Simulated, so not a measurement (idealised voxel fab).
process module | voxel self aligned vias
cross-section cut | 290 nm wide | cells 5 nm
A cross-section is a grid of square cells, given in bands from the top down. A band is one or more rows of cells.
Each band's line starts with the height of the band's top and of its bottom, in nm. Then come its materials from left to right, each with its width in nm. One material with "throughout" fills the band from edge to edge. "air" is empty space.
Height 0 is the level under which the wafer as received is all one material. The lowest band goes on downwards, as in "0 down".
A width such as "30 to 40" changes by the same amount from each row of cells to the next, from the band's top row to its bottom row.
"no change" after a step means that no cell of the cross-section changed.
closed voids: empty space of 8 cells or more with no open way to the top, each as width x height at its distance from the left edge, in nm
after a step's settings: what the simulator itself notes on the step
overlay nm, on a step with a mask: how far to the right of its planned place the mask lay; to the left if negative
plan
1 op RECEIVE | material Si
2 op CONFORMAL_DEP | material SiO2 | thk nm 10
3 op CONFORMAL_DEP | material SiCN | thk nm 5
4 op DIRECTIONAL_DEP | material SiO2 | thk nm 20
5 op MASKED_ETCH | tone open | mask id LINES | width nm 25 | pitch nm 50 | etch materials SiO2 | depth nm 20 | overlay nm 0
6 op CONFORMAL_DEP | material TiN | thk nm 5
7 op FILL_DEP | material Ru | thk nm 5
8 op CMP | height nm 35
9 op SELECTIVE_ETCH | etch materials W Ru TiN | depth nm 5
10 op FILL_DEP | material SiN | thk nm 10
11 op CMP | height nm 35
12 op DIRECTIONAL_DEP | material SiO2 | thk nm 15
13 op DIRECTIONAL_DEP | material aC | thk nm 10
14 op PATTERN | tone open | mask id VIAS | material resist | width nm 35 | pitch nm 50 | thk nm 30 | overlay nm 0
15 op DIRECTIONAL_ETCH | etch materials aC | depth nm 10
16 op STRIP | etch materials resist
17 op DIRECTIONAL_ETCH | etch materials SiO2 | depth nm 15
18 op DIRECTIONAL_ETCH | etch materials SiN | depth nm 5
19 op STRIP | etch materials aC
20 op CONFORMAL_DEP | material TiN | thk nm 5
21 op FILL_DEP | material Cu | thk nm 5
22 op CMP | height nm 50
23 op CONFORMAL_DEP | material SiN | thk nm 5
as received, after step 1
  0 down: Si throughout
  closed voids: none
first wafer at the end, as planned
  55 to 50: SiN throughout
  50 to 40: SiO2 100 | TiN 5 | Cu 25 | TiN 5 | SiO2 15 | TiN 5 | Cu 25 | TiN 5 | SiO2 105
  40 to 35: SiO2 100 | TiN 10 | Cu 15 | TiN 10 | SiO2 15 | TiN 10 | Cu 15 | TiN 10 | SiO2 105
  35 to 30: SiO2 105 | TiN 25 | SiO2 25 | TiN 25 | SiO2 110
  30 to 20: SiO2 105 | TiN 5 | Ru 15 | TiN 5 | SiO2 25 | TiN 5 | Ru 15 | TiN 5 | SiO2 110
  20 to 15: SiO2 105 | TiN 25 | SiO2 25 | TiN 25 | SiO2 110
  15 to 10: SiCN throughout
  10 to 0: SiO2 throughout
  0 down: Si throughout
  closed voids: none
second wafer at the end: like start, like plan, one mistake
  55 to 50: SiN throughout
  50 to 40: SiO2 100 | TiN 5 | Cu 25 | TiN 5 | SiO2 15 | TiN 5 | Cu 25 | TiN 5 | SiO2 105
  40 to 35: SiO2 100 | TiN 10 | Cu 15 | TiN 10 | SiO2 15 | TiN 10 | Cu 15 | TiN 10 | SiO2 105
  35 to 30: SiO2 105 | TiN 25 | SiO2 25 | TiN 25 | SiO2 110
  30 to 20: SiO2 105 | TiN 5 | Ru 15 | TiN 5 | SiO2 25 | TiN 5 | Ru 15 | TiN 5 | SiO2 110
  20 to 15: SiO2 105 | TiN 25 | SiO2 25 | TiN 25 | SiO2 110
  15 to 5: SiO2 throughout
  5 to 0: SiCN throughout
  0 down: Si throughout
  closed voids: none
what went wrong: steps 2 and 3 were swapped
at the end the second wafer has, in cells: as many of each material as the first, in other places
